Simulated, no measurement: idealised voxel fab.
process module | voxel spacer lines
cross-section cut | 175 nm wide | cells 5 nm
A cross-section is a grid of square cells, given in bands from the top down. A band is one or more rows of cells.
Each band's line starts with the height of the band's top and of its bottom, in nm. Then come its materials from left to right, each with its width in nm. One material with "throughout" fills the band from edge to edge. "air" is empty space.
Height 0 is the level under which the wafer as received is all one material. The lowest band goes on downwards, as in "0 down".
A width such as "30 to 40" changes by the same amount from each row of cells to the next, from the band's top row to its bottom row.
"no change" after a step means that no cell of the cross-section changed.
closed voids: empty space of 8 cells or more with no open way to the top, each as width x height at its distance from the left edge, in nm
after a step's settings: what the simulator itself notes on the step
overlay nm, on a step with a mask: how far to the right of its planned place the mask lay; to the left if negative
plan
1 op RECEIVE | material Si
2 op CONFORMAL_DEP | material Al2O3 | thk nm 10
3 op DIRECTIONAL_DEP | material TiN | thk nm 10
4 op DIRECTIONAL_DEP | material aC | thk nm 30
5 op PATTERN | tone cover | mask id MANDREL | material resist | width nm 15 | pitch nm 60 | thk nm 40 | overlay nm 0
6 op DIRECTIONAL_ETCH | etch materials aC | depth nm 30
7 op STRIP | etch materials resist
8 op CONFORMAL_DEP | material SiN | thk nm 10
9 op DIRECTIONAL_ETCH | etch materials SiN | depth nm 10
10 op STRIP | etch materials aC
11 op DIRECTIONAL_ETCH | etch materials TiN | depth nm 10
12 op STRIP | etch materials SiN
varied across the wafers: width nm of step 5. The plan shows the first wafer's value. All wafers start alike
first wafer as received, after step 1
  0 down: Si throughout
  closed voids: none
first wafer at the end, after step 12
  20 to 10: air 40 | TiN 10 | air 15 | TiN 10 | air 25 | TiN 10 | air 15 | TiN 10 | air 40
  10 to 0: Al2O3 throughout
  0 down: Si throughout
  closed voids: none
last wafer at the end
  20 to 10: air 30 | TiN 10 | air 35 | TiN 10 | air 5 | TiN 10 | air 35 | TiN 10 | air 30
  10 to 0: Al2O3 throughout
  0 down: Si throughout
  closed voids: none
each wafer at the end: cells of each material gained (+) or lost (-) since it was received, then its closed voids
width nm 15 | +70 Al2O3 | +16 TiN | closed voids: none
width nm 20 | +70 Al2O3 | +16 TiN | closed voids: none
width nm 25 | +70 Al2O3 | +16 TiN | closed voids: none
width nm 30 | +70 Al2O3 | +16 TiN | closed voids: none
width nm 35 | +70 Al2O3 | +16 TiN | closed voids: none
